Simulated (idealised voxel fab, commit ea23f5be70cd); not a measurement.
Process module in this document: voxel released beams
Square cells of 5 nm make up the cross-section cut, whose width is 185 nm.
A cross-section is written here as square cells arranged in a grid, and it is given in bands from the top down, each band taking up one or more rows of cells. Quick guide to a band line: top height, bottom height (nm) up front; then every material left to right with its width in nm. Only one material and it's marked "everywhere"? Then it fills the band edge to edge. And "air" just means empty space. Height reference: 0 = level under which incoming wafer is all one material. Lowest band: no bottom, runs on downward, e.g. "0 and below". With a width like "30 to 40", each row of cells in the band differs from the next by the same amount, the top row carrying the first number and the bottom row the second. The designation "same as before", where it is given for a processing step, indicates that no cell of the cross-section was altered in the course of that step. Reported under the label "Enclosed void entries" are the empty spaces having no open way to the top and comprising 8 cells or more; the notation for each is width x height at distance, in which the distance is measured from the left edge and all three values are in nm. Past the settings on a step's line: simulator remark, on that step. "overlay nm", when on a step's line for a step with a mask, measures how far to the right of its planned place the mask lay; a negative measure means to the left.
Below is the list of planned process steps
step 1: RECEIVE | material Si
step 2: CONFORMAL_DEP | material Al2O3 | thk nm 10
step 3: DIRECTIONAL_DEP | material SiO2 | thk nm 20
step 4: DIRECTIONAL_DEP | material aC | thk nm 10
step 5: PATTERN | tone open | mask id ANCHOR | material resist | width nm 45 | thk nm 30 | overlay nm 0
step 6: DIRECTIONAL_ETCH | etch materials aC | depth nm 10
step 7: STRIP | etch materials resist
step 8: DIRECTIONAL_ETCH | etch materials SiO2 | depth nm 20
step 9: STRIP | etch materials aC
step 10: CONFORMAL_DEP | material polySi | thk nm 15
step 11: MASKED_ETCH | tone cover | mask id BEAM | width nm 110 | etch materials polySi | depth nm 15 | overlay nm 0
step 12: STRIP | etch materials SiO2
Received-state cross-section, reflecting completion of step 1
> 0 and below | Si everywhere
> Enclosed void entries: none
What the wafer looks like in cross-section after this module, when it starts as shown above and follows the plan above but one mistake is made in running it
> 45 down to 30 | air (35)  polySi (25)  air (15)  polySi (70)  air (40)
> 30 down to 25 | air (45)  polySi (15)  air (15)  polySi (15)  air (95)
> 25 down to 10 | air (45)  polySi (45)  air (95)
> 10 down to 0 | Al2O3 everywhere
> 0 and below | Si everywhere
> Enclosed void entries: none
Heads up, the wafer didn't run the way we planned it: heads up, step 5 didn't go per plan, it actually ran as PATTERN | tone open | mask id ANCHOR | material resist | width nm 45 | thk nm 30 | overlay nm 5
